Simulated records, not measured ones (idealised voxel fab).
The following process module bears the name voxel self aligned vias.
The width of the displayed cross-section, cut, is 265 nm; its cells are square, with a size of 5 nm.
We lay out every cross-section as a grid of square cells and spell it out in bands from the top down, where one band means one or more rows of cells. It is stipulated that each band's entry specify, in nanometres, the height of the top of the band and then that of its bottom, followed by the materials of the band in left-to-right sequence, each together with its width in nanometres. A single material marked by the word "full width" is understood to fill the band from edge to edge; the word "air" is understood to denote empty space. Heads up on the height convention: 0 is the point under which the incoming wafer is all one material, and the lowest band has no bottom, it just keeps going down, like "z 0 and below". Think of "30 to 40" as a width that walks from the first number to the second as you go down the band, top row to bottom row, taking equal-sized steps from row to row. You'll sometimes find "remained unchanged" written for a step, and that's the way of saying that nowhere in the cross-section did a cell change during that step. This entry, "Entrapped void list", enumerates those empty regions of no fewer than 8 cells that possess no open connection to the top. Each region is reported in the form width x height at distance, the distance being taken from the left edge, with all three quantities expressed in nm. Read whatever lies past the settings on a step's line as the simulator's own remark about the step. Steps that use a mask can have "overlay nm" on their line. It says how far the mask sat to the right of where it was meant to be. Negative means to the left.

Below is the list of planned process steps:
step 1: RECEIVE (material Si)
step 2: CONFORMAL_DEP (material SiO2; thk nm 10)
step 3: CONFORMAL_DEP (material SiCN; thk nm 5)
step 4: DIRECTIONAL_DEP (material SiO2; thk nm 20)
step 5: MASKED_ETCH (tone open; mask id LINES; width nm 20; pitch nm 60; etch materials SiO2; depth nm 20; overlay nm 0)
step 6: CONFORMAL_DEP (material TiN; thk nm 5)
step 7: FILL_DEP (material Ru; thk nm 10)
step 8: CMP (height nm 35)
step 9: SELECTIVE_ETCH (etch materials W Ru TiN; depth nm 10)
step 10: FILL_DEP (material SiN; thk nm 5)
step 11: CMP (height nm 35)
step 12: DIRECTIONAL_DEP (material SiO2; thk nm 20)
step 13: PATTERN (tone open; mask id VIAS; material resist; width nm 30; pitch nm 60; thk nm 20; overlay nm 0)
step 14: DIRECTIONAL_ETCH (etch materials SiO2; depth nm 20)
step 15: DIRECTIONAL_ETCH (etch materials SiN; depth nm 10)
step 16: STRIP (etch materials resist)
step 17: CONFORMAL_DEP (material TiN; thk nm 5)
step 18: FILL_DEP (material Ru; thk nm 10)
step 19: CMP (height nm 55)
step 20: CONFORMAL_DEP (material SiCN; thk nm 5)

The first wafer of two, processed as planned:

Delivered wafer in cross-section: state after step 1:
* z 0 and below  Si full width
* Entrapped void list: none

Sectional view: wafer, after step 2:
* z 10 to 0  SiO2 full width
* Below 0, the layers are the same as they were.

Sectional view: wafer, after step 3:
* z 15 to 10  SiCN full width
* Below 10, the layers are the same as they were.

Sectional view: wafer, after step 4:
* z 35 to 15  SiO2 full width
* Below 15, the layers are the same as they were.

Sectional view: wafer, after step 5:
* z 35 to 15  SiO2=90  air=20  SiO2=40  air=20  SiO2=95
* Below 15, the layers are the same as they were.

Sectional view: wafer, after step 6:
* z 40 to 35  TiN=95  air=10  TiN=50  air=10  TiN=100
* z 35 to 20  SiO2=90  TiN=5  air=10  TiN=5  SiO2=40  TiN=5  air=10  TiN=5  SiO2=95
* z 20 to 15  SiO2=90  TiN=20  SiO2=40  TiN=20  SiO2=95
* Below 15, the layers are the same as they were.

Sectional view: wafer, after step 7:
* z 50 to 40  Ru full width
* z 40 to 35  TiN=95  Ru=10  TiN=50  Ru=10  TiN=100
* z 35 to 20  SiO2=90  TiN=5  Ru=10  TiN=5  SiO2=40  TiN=5  Ru=10  TiN=5  SiO2=95
* Below 20, the layers are the same as they were.

Sectional view: wafer, after step 8:
* z 35 to 20  SiO2=90  TiN=5  Ru=10  TiN=5  SiO2=40  TiN=5  Ru=10  TiN=5  SiO2=95
* Below 20, the layers are the same as they were.

Sectional view: wafer, after step 9:
* z 35 to 25  SiO2=90  air=20  SiO2=40  air=20  SiO2=95
* Below 25, the layers are the same as they were.

Sectional view: wafer, after step 10:
* z 40 to 35  SiN full width
* z 35 to 25  SiO2=90  SiN=20  SiO2=40  SiN=20  SiO2=95
* Below 25, the layers are the same as they were.

Sectional view: wafer, after step 11:
* z 35 to 25  SiO2=90  SiN=20  SiO2=40  SiN=20  SiO2=95
* Below 25, the layers are the same as they were.

Sectional view: wafer, after step 12:
* z 55 to 35  SiO2 full width
* Below 35, the layers are the same as they were.

Sectional view: wafer, after step 13:
* z 75 to 55  resist=85  air=30  resist=30  air=30  resist=90
* Below 55, the layers are the same as they were.

Sectional view: wafer, after step 14:
* z 75 to 55  resist=85  air=30  resist=30  air=30  resist=90
* z 55 to 35  SiO2=85  air=30  SiO2=30  air=30  SiO2=90
* Below 35, the layers are the same as they were.

Sectional view: wafer, after step 15:
* z 75 to 55  resist=85  air=30  resist=30  air=30  resist=90
* z 55 to 35  SiO2=85  air=30  SiO2=30  air=30  SiO2=90
* z 35 to 25  SiO2=90  air=20  SiO2=40  air=20  SiO2=95
* Below 25, the layers are the same as they were.

Sectional view: wafer, after step 16:
* z 55 to 35  SiO2=85  air=30  SiO2=30  air=30  SiO2=90
* Below 35, the layers are the same as they were.

Sectional view: wafer, after step 17:
* z 60 to 55  TiN=90  air=20  TiN=40  air=20  TiN=95
* z 55 to 40  SiO2=85  TiN=5  air=20  TiN=5  SiO2=30  TiN=5  air=20  TiN=5  SiO2=90
* z 40 to 30  SiO2=85 to 90  TiN=10 to 5  air=10  TiN=10 to 5  SiO2=30 to 40  TiN=10 to 5  air=10  TiN=10 to 5  SiO2=90 to 95
* z 30 to 25  SiO2=90  TiN=20  SiO2=40  TiN=20  SiO2=95
* Below 25, the layers are the same as they were.

Sectional view: wafer, after step 18:
* z 70 to 60  Ru full width
* z 60 to 55  TiN=90  Ru=20  TiN=40  Ru=20  TiN=95
* z 55 to 40  SiO2=85  TiN=5  Ru=20  TiN=5  SiO2=30  TiN=5  Ru=20  TiN=5  SiO2=90
* z 40 to 30  SiO2=85 to 90  TiN=10 to 5  Ru=10  TiN=10 to 5  SiO2=30 to 40  TiN=10 to 5  Ru=10  TiN=10 to 5  SiO2=90 to 95
* Below 30, the layers are the same as they were.

Sectional view: wafer, after step 19:
* z 55 to 40  SiO2=85  TiN=5  Ru=20  TiN=5  SiO2=30  TiN=5  Ru=20  TiN=5  SiO2=90
* Below 40, the layers are the same as they were.

Sectional view: wafer, after step 20:
* z 60 to 55  SiCN full width
* Below 55, the layers are the same as they were.

Second wafer, same starting state and plan as the first, one mistake in the run, identical through step 1:

What the second wafer looks like in cross-section when step 2 should have wrapped up:
* z 10 to 0  SiN full width
* Below 0, the layers are the same as they were.

What the second wafer looks like in cross-section when step 3 should have wrapped up:
* z 15 to 10  SiCN full width
* Below 10, the layers are the same as they were.

What the second wafer looks like in cross-section when step 4 should have wrapped up:
* z 35 to 15  SiO2 full width
* Below 15, the layers are the same as they were.

What the second wafer looks like in cross-section when step 5 should have wrapped up:
* z 35 to 15  SiO2=90  air=20  SiO2=40  air=20  SiO2=95
* Below 15, the layers are the same as they were.

What the second wafer looks like in cross-section when step 6 should have wrapped up:
* z 40 to 35  TiN=95  air=10  TiN=50  air=10  TiN=100
* z 35 to 20  SiO2=90  TiN=5  air=10  TiN=5  SiO2=40  TiN=5  air=10  TiN=5  SiO2=95
* z 20 to 15  SiO2=90  TiN=20  SiO2=40  TiN=20  SiO2=95
* Below 15, the layers are the same as they were.

What the second wafer looks like in cross-section when step 7 should have wrapped up:
* z 50 to 40  Ru full width
* z 40 to 35  TiN=95  Ru=10  TiN=50  Ru=10  TiN=100
* z 35 to 20  SiO2=90  TiN=5  Ru=10  TiN=5  SiO2=40  TiN=5  Ru=10  TiN=5  SiO2=95
* Below 20, the layers are the same as they were.

What the second wafer looks like in cross-section when step 8 should have wrapped up:
* z 35 to 20  SiO2=90  TiN=5  Ru=10  TiN=5  SiO2=40  TiN=5  Ru=10  TiN=5  SiO2=95
* Below 20, the layers are the same as they were.

What the second wafer looks like in cross-section when step 9 should have wrapped up:
* z 35 to 25  SiO2=90  air=20  SiO2=40  air=20  SiO2=95
* Below 25, the layers are the same as they were.

What the second wafer looks like in cross-section when step 10 should have wrapped up:
* z 40 to 35  SiN full width
* z 35 to 25  SiO2=90  SiN=20  SiO2=40  SiN=20  SiO2=95
* Below 25, the layers are the same as they were.

What the second wafer looks like in cross-section when step 11 should have wrapped up:
* z 35 to 25  SiO2=90  SiN=20  SiO2=40  SiN=20  SiO2=95
* Below 25, the layers are the same as they were.

What the second wafer looks like in cross-section when step 12 should have wrapped up:
* z 55 to 35  SiO2 full width
* Below 35, the layers are the same as they were.

What the second wafer looks like in cross-section when step 13 should have wrapped up:
* z 75 to 55  resist=85  air=30  resist=30  air=30  resist=90
* Below 55, the layers are the same as they were.

What the second wafer looks like in cross-section when step 14 should have wrapped up:
* z 75 to 55  resist=85  air=30  resist=30  air=30  resist=90
* z 55 to 35  SiO2=85  air=30  SiO2=30  air=30  SiO2=90
* Below 35, the layers are the same as they were.

What the second wafer looks like in cross-section when step 15 should have wrapped up:
* z 75 to 55  resist=85  air=30  resist=30  air=30  resist=90
* z 55 to 35  SiO2=85  air=30  SiO2=30  air=30  SiO2=90
* z 35 to 25  SiO2=90  air=20  SiO2=40  air=20  SiO2=95
* Below 25, the layers are the same as they were.

What the second wafer looks like in cross-section when step 16 should have wrapped up:
* z 55 to 35  SiO2=85  air=30  SiO2=30  air=30  SiO2=90
* Below 35, the layers are the same as they were.

What the second wafer looks like in cross-section when step 17 should have wrapped up:
* z 60 to 55  TiN=90  air=20  TiN=40  air=20  TiN=95
* z 55 to 40  SiO2=85  TiN=5  air=20  TiN=5  SiO2=30  TiN=5  air=20  TiN=5  SiO2=90
* z 40 to 30  SiO2=85 to 90  TiN=10 to 5  air=10  TiN=10 to 5  SiO2=30 to 40  TiN=10 to 5  air=10  TiN=10 to 5  SiO2=90 to 95
* z 30 to 25  SiO2=90  TiN=20  SiO2=40  TiN=20  SiO2=95
* Below 25, the layers are the same as they were.

What the second wafer looks like in cross-section when step 18 should have wrapped up:
* z 70 to 60  Ru full width
* z 60 to 55  TiN=90  Ru=20  TiN=40  Ru=20  TiN=95
* z 55 to 40  SiO2=85  TiN=5  Ru=20  TiN=5  SiO2=30  TiN=5  Ru=20  TiN=5  SiO2=90
* z 40 to 30  SiO2=85 to 90  TiN=10 to 5  Ru=10  TiN=10 to 5  SiO2=30 to 40  TiN=10 to 5  Ru=10  TiN=10 to 5  SiO2=90 to 95
* Below 30, the layers are the same as they were.

What the second wafer looks like in cross-section when step 19 should have wrapped up:
* z 55 to 40  SiO2=85  TiN=5  Ru=20  TiN=5  SiO2=30  TiN=5  Ru=20  TiN=5  SiO2=90
* Below 40, the layers are the same as they were.

What the second wafer looks like in cross-section when step 20 should have wrapped up:
* z 60 to 55  SiCN full width
* Below 55, the layers are the same as they were.
Heads up, the wafer didn't run the way we planned it: step 2 did not use the planned setting and instead ran as CONFORMAL_DEP (material SiN; thk nm 10)
It is noted that, at the conclusion of processing, the second wafer exhibits a higher or lower cell count for certain materials relative to the first: SiN +106 | SiO2 -106
